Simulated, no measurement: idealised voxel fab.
process module | voxel wiring stack
cross-section cut | 170 nm wide | cells 5 nm
A cross-section is a grid of square cells, given in bands from the top down. A band is one or more rows of cells.
Each band's line starts with the height of the band's top and of its bottom, in nm. Then come its materials from left to right, each with its width in nm. One material with "throughout" fills the band from edge to edge. "air" is empty space.
Height 0 is the level under which the wafer as received is all one material. The lowest band goes on downwards, as in "0 down".
A width such as "30 to 40" changes by the same amount from each row of cells to the next, from the band's top row to its bottom row.
"no change" after a step means that no cell of the cross-section changed.
closed voids: empty space of 8 cells or more with no open way to the top, each as width x height at its distance from the left edge, in nm
after a step's settings: what the simulator itself notes on the step
overlay nm, on a step with a mask: how far to the right of its planned place the mask lay; to the left if negative
plan
1 op RECEIVE | material Si
2 op CONFORMAL_DEP | material SiO2 | thk nm 10
3 op DIRECTIONAL_DEP | material TiN | thk nm 5
4 op DIRECTIONAL_DEP | material Ru | thk nm 25
5 op DIRECTIONAL_DEP | material aC | thk nm 10
6 op PATTERN | tone cover | mask id METAL_1 | material resist | width nm 20 | pitch nm 35 | thk nm 30 | overlay nm 0
7 op DIRECTIONAL_ETCH | etch materials aC | depth nm 10
8 op STRIP | etch materials resist
9 op DIRECTIONAL_ETCH | etch materials Ru | depth nm 25
10 op DIRECTIONAL_ETCH | etch materials TiN | depth nm 5
11 op STRIP | etch materials aC
12 op CONFORMAL_DEP | material SiN | thk nm 5
13 op FILL_DEP | material lowk | thk nm 10
14 op CMP | height nm 40
15 op CONFORMAL_DEP | material SiCN | thk nm 5
16 op DIRECTIONAL_DEP | material lowk | thk nm 25
17 op DIRECTIONAL_DEP | material aC | thk nm 15
18 op PATTERN | tone open | mask id METAL_2 | material resist | width nm 20 | pitch nm 35 | thk nm 30 | overlay nm 0
19 op DIRECTIONAL_ETCH | etch materials aC | depth nm 15
20 op STRIP | etch materials resist
21 op DIRECTIONAL_ETCH | etch materials lowk | depth nm 15
22 op STRIP | etch materials aC
23 op DIRECTIONAL_DEP | material aC | thk nm 10
24 op PATTERN | tone open | mask id METAL_2_HOLES | material resist | width nm 15 | pitch nm 35 | thk nm 25 | overlay nm 0
25 op DIRECTIONAL_ETCH | etch materials aC | depth nm 10
26 op STRIP | etch materials resist
27 op DIRECTIONAL_ETCH | etch materials lowk | depth nm 10
28 op DIRECTIONAL_ETCH | etch materials SiCN | depth nm 5
29 op STRIP | etch materials aC
30 op CONFORMAL_DEP | material TiN | thk nm 5
31 op FILL_DEP | material Ru | thk nm 5
32 op CMP | height nm 70
33 op CONFORMAL_DEP | material SiCN | thk nm 5
first wafer, as planned
as received, after step 1
  0 down: Si throughout
  closed voids: none
after step 2
  10 to 0: SiO2 throughout
  below 0: unchanged
after step 3
  15 to 10: TiN throughout
  below 10: unchanged
after step 4
  40 to 15: Ru throughout
  below 15: unchanged
after step 5
  50 to 40: aC throughout
  below 40: unchanged
after step 6
  80 to 50: air 40 | resist 20 | air 15 | resist 20 | air 15 | resist 20 | air 40
  below 50: unchanged
after step 7
  70 to 50: air 40 | resist 20 | air 15 | resist 20 | air 15 | resist 20 | air 40
  50 to 40: air 40 | aC 20 | air 15 | aC 20 | air 15 | aC 20 | air 40
  below 40: unchanged
after step 8
  50 to 40: air 40 | aC 20 | air 15 | aC 20 | air 15 | aC 20 | air 40
  below 40: unchanged
after step 9
  50 to 40: air 40 | aC 20 | air 15 | aC 20 | air 15 | aC 20 | air 40
  40 to 15: air 40 | Ru 20 | air 15 | Ru 20 | air 15 | Ru 20 | air 40
  below 15: unchanged
after step 10
  50 to 40: air 40 | aC 20 | air 15 | aC 20 | air 15 | aC 20 | air 40
  40 to 15: air 40 | Ru 20 | air 15 | Ru 20 | air 15 | Ru 20 | air 40
  15 to 10: air 40 | TiN 20 | air 15 | TiN 20 | air 15 | TiN 20 | air 40
  below 10: unchanged
after step 11
  40 to 15: air 40 | Ru 20 | air 15 | Ru 20 | air 15 | Ru 20 | air 40
  below 15: unchanged
after step 12
  45 to 40: air 35 | SiN 30 | air 5 | SiN 30 | air 5 | SiN 30 | air 35
  40 to 15: air 35 | SiN 5 | Ru 20 | SiN 5 | air 5 | SiN 5 | Ru 20 | SiN 5 | air 5 | SiN 5 | Ru 20 | SiN 5 | air 35
  15 to 10: SiN 40 | TiN 20 | SiN 15 | TiN 20 | SiN 15 | TiN 20 | SiN 40
  below 10: unchanged
after step 13
  55 to 45: lowk throughout
  45 to 40: lowk 35 | SiN 30 | lowk 5 | SiN 30 | lowk 5 | SiN 30 | lowk 35
  40 to 15: lowk 35 | SiN 5 | Ru 20 | SiN 5 | lowk 5 | SiN 5 | Ru 20 | SiN 5 | lowk 5 | SiN 5 | Ru 20 | SiN 5 | lowk 35
  below 15: unchanged
after step 14
  40 to 15: lowk 35 | SiN 5 | Ru 20 | SiN 5 | lowk 5 | SiN 5 | Ru 20 | SiN 5 | lowk 5 | SiN 5 | Ru 20 | SiN 5 | lowk 35
  below 15: unchanged
after step 15
  45 to 40: SiCN throughout
  below 40: unchanged
after step 16
  70 to 45: lowk throughout
  below 45: unchanged
after step 17
  85 to 70: aC throughout
  below 70: unchanged
after step 18
  115 to 85: resist 40 | air 20 | resist 15 | air 20 | resist 15 | air 20 | resist 40
  below 85: unchanged
after step 19
  100 to 85: resist 40 | air 20 | resist 15 | air 20 | resist 15 | air 20 | resist 40
  85 to 70: aC 40 | air 20 | aC 15 | air 20 | aC 15 | air 20 | aC 40
  below 70: unchanged
after step 20
  85 to 70: aC 40 | air 20 | aC 15 | air 20 | aC 15 | air 20 | aC 40
  below 70: unchanged
after step 21
  85 to 70: aC 40 | air 20 | aC 15 | air 20 | aC 15 | air 20 | aC 40
  70 to 55: lowk 40 | air 20 | lowk 15 | air 20 | lowk 15 | air 20 | lowk 40
  below 55: unchanged
after step 22
  70 to 55: lowk 40 | air 20 | lowk 15 | air 20 | lowk 15 | air 20 | lowk 40
  below 55: unchanged
after step 23
  80 to 70: aC 40 | air 20 | aC 15 | air 20 | aC 15 | air 20 | aC 40
  70 to 65: lowk 40 | air 20 | lowk 15 | air 20 | lowk 15 | air 20 | lowk 40
  65 to 55: lowk 40 | aC 20 | lowk 15 | aC 20 | lowk 15 | aC 20 | lowk 40
  below 55: unchanged
after step 24
  105 to 80: resist 40 | air 15 | resist 20 | air 15 | resist 20 | air 15 | resist 45
  80 to 70: aC 40 | air 15 | resist 5 | aC 15 | air 15 | resist 5 | aC 15 | air 15 | resist 5 | aC 40
  70 to 65: lowk 40 | air 15 | resist 5 | lowk 15 | air 15 | resist 5 | lowk 15 | air 15 | resist 5 | lowk 40
  below 65: unchanged
after step 25
  95 to 80: resist 40 | air 15 | resist 20 | air 15 | resist 20 | air 15 | resist 45
  80 to 70: aC 40 | air 15 | resist 5 | aC 15 | air 15 | resist 5 | aC 15 | air 15 | resist 5 | aC 40
  70 to 65: lowk 40 | air 15 | resist 5 | lowk 15 | air 15 | resist 5 | lowk 15 | air 15 | resist 5 | lowk 40
  65 to 55: lowk 40 | air 15 | aC 5 | lowk 15 | air 15 | aC 5 | lowk 15 | air 15 | aC 5 | lowk 40
  below 55: unchanged
after step 26
  80 to 70: aC 40 | air 20 | aC 15 | air 20 | aC 15 | air 20 | aC 40
  70 to 65: lowk 40 | air 20 | lowk 15 | air 20 | lowk 15 | air 20 | lowk 40
  below 65: unchanged
after step 27
  80 to 70: aC 40 | air 20 | aC 15 | air 20 | aC 15 | air 20 | aC 40
  70 to 65: lowk 40 | air 20 | lowk 15 | air 20 | lowk 15 | air 20 | lowk 40
  65 to 55: lowk 40 | air 15 | aC 5 | lowk 15 | air 15 | aC 5 | lowk 15 | air 15 | aC 5 | lowk 40
  55 to 45: lowk 40 | air 15 | lowk 20 | air 15 | lowk 20 | air 15 | lowk 45
  below 45: unchanged
after step 28
  80 to 70: aC 40 | air 20 | aC 15 | air 20 | aC 15 | air 20 | aC 40
  70 to 65: lowk 40 | air 20 | lowk 15 | air 20 | lowk 15 | air 20 | lowk 40
  65 to 55: lowk 40 | air 15 | aC 5 | lowk 15 | air 15 | aC 5 | lowk 15 | air 15 | aC 5 | lowk 40
  55 to 45: lowk 40 | air 15 | lowk 20 | air 15 | lowk 20 | air 15 | lowk 45
  45 to 40: SiCN 40 | air 15 | SiCN 20 | air 15 | SiCN 20 | air 15 | SiCN 45
  below 40: unchanged
after step 29
  70 to 55: lowk 40 | air 20 | lowk 15 | air 20 | lowk 15 | air 20 | lowk 40
  below 55: unchanged
after step 30
  75 to 70: TiN 45 | air 10 | TiN 25 | air 10 | TiN 25 | air 10 | TiN 45
  70 to 60: lowk 40 | TiN 5 | air 10 | TiN 5 | lowk 15 | TiN 5 | air 10 | TiN 5 | lowk 15 | TiN 5 | air 10 | TiN 5 | lowk 40
  60 to 55: lowk 40 | TiN 5 | air 5 | TiN 10 | lowk 15 | TiN 5 | air 5 | TiN 10 | lowk 15 | TiN 5 | air 5 | TiN 10 | lowk 40
  55 to 45: lowk 40 | TiN 5 | air 5 | TiN 5 | lowk 20 | TiN 5 | air 5 | TiN 5 | lowk 20 | TiN 5 | air 5 | TiN 5 | lowk 45
  45 to 40: SiCN 40 | TiN 15 | SiCN 20 | TiN 15 | SiCN 20 | TiN 15 | SiCN 45
  below 40: unchanged
after step 31
  80 to 75: Ru throughout
  75 to 70: TiN 45 | Ru 10 | TiN 25 | Ru 10 | TiN 25 | Ru 10 | TiN 45
  70 to 60: lowk 40 | TiN 5 | Ru 10 | TiN 5 | lowk 15 | TiN 5 | Ru 10 | TiN 5 | lowk 15 | TiN 5 | Ru 10 | TiN 5 | lowk 40
  60 to 55: lowk 40 | TiN 5 | Ru 5 | TiN 10 | lowk 15 | TiN 5 | Ru 5 | TiN 10 | lowk 15 | TiN 5 | Ru 5 | TiN 10 | lowk 40
  55 to 45: lowk 40 | TiN 5 | Ru 5 | TiN 5 | lowk 20 | TiN 5 | Ru 5 | TiN 5 | lowk 20 | TiN 5 | Ru 5 | TiN 5 | lowk 45
  below 45: unchanged
after step 32
  70 to 60: lowk 40 | TiN 5 | Ru 10 | TiN 5 | lowk 15 | TiN 5 | Ru 10 | TiN 5 | lowk 15 | TiN 5 | Ru 10 | TiN 5 | lowk 40
  below 60: unchanged
after step 33
  75 to 70: SiCN throughout
  below 70: unchanged
second wafer: like start, like plan, one mistake. Through step 27 it matches the first wafer
when step 28 should have ended
  80 to 70: aC 40 | air 20 | aC 15 | air 20 | aC 15 | air 20 | aC 40
  70 to 65: lowk 40 | air 20 | lowk 15 | air 20 | lowk 15 | air 20 | lowk 40
  65 to 55: lowk 40 | air 15 | aC 5 | lowk 15 | air 15 | aC 5 | lowk 15 | air 15 | aC 5 | lowk 40
  55 to 45: lowk 40 | air 15 | lowk 20 | air 15 | lowk 20 | air 15 | lowk 45
  45 to 40: SiCN 40 | air 15 | SiCN 20 | air 15 | SiCN 20 | air 15 | SiCN 45
  below 40: unchanged
when step 29 should have ended
  70 to 55: lowk 40 | air 20 | lowk 15 | air 20 | lowk 15 | air 20 | lowk 40
  below 55: unchanged
when step 30 should have ended
  75 to 70: TiN 45 | air 10 | TiN 25 | air 10 | TiN 25 | air 10 | TiN 45
  70 to 60: lowk 40 | TiN 5 | air 10 | TiN 5 | lowk 15 | TiN 5 | air 10 | TiN 5 | lowk 15 | TiN 5 | air 10 | TiN 5 | lowk 40
  60 to 55: lowk 40 | TiN 5 | air 5 | TiN 10 | lowk 15 | TiN 5 | air 5 | TiN 10 | lowk 15 | TiN 5 | air 5 | TiN 10 | lowk 40
  55 to 45: lowk 40 | TiN 5 | air 5 | TiN 5 | lowk 20 | TiN 5 | air 5 | TiN 5 | lowk 20 | TiN 5 | air 5 | TiN 5 | lowk 45
  45 to 40: SiCN 40 | TiN 15 | SiCN 20 | TiN 15 | SiCN 20 | TiN 15 | SiCN 45
  below 40: unchanged
when step 31 should have ended
  80 to 75: Ru throughout
  75 to 70: TiN 45 | Ru 10 | TiN 25 | Ru 10 | TiN 25 | Ru 10 | TiN 45
  70 to 60: lowk 40 | TiN 5 | Ru 10 | TiN 5 | lowk 15 | TiN 5 | Ru 10 | TiN 5 | lowk 15 | TiN 5 | Ru 10 | TiN 5 | lowk 40
  60 to 55: lowk 40 | TiN 5 | Ru 5 | TiN 10 | lowk 15 | TiN 5 | Ru 5 | TiN 10 | lowk 15 | TiN 5 | Ru 5 | TiN 10 | lowk 40
  55 to 45: lowk 40 | TiN 5 | Ru 5 | TiN 5 | lowk 20 | TiN 5 | Ru 5 | TiN 5 | lowk 20 | TiN 5 | Ru 5 | TiN 5 | lowk 45
  below 45: unchanged
when step 32 should have ended
  70 to 60: lowk 40 | TiN 5 | Ru 10 | TiN 5 | lowk 15 | TiN 5 | Ru 10 | TiN 5 | lowk 15 | TiN 5 | Ru 10 | TiN 5 | lowk 40
  below 60: unchanged
when step 33 should have ended
  75 to 70: SiCN throughout
  below 70: unchanged
what went wrong: step 28 was run twice
at the end the two cross-sections are the same: no effect in what this model computes
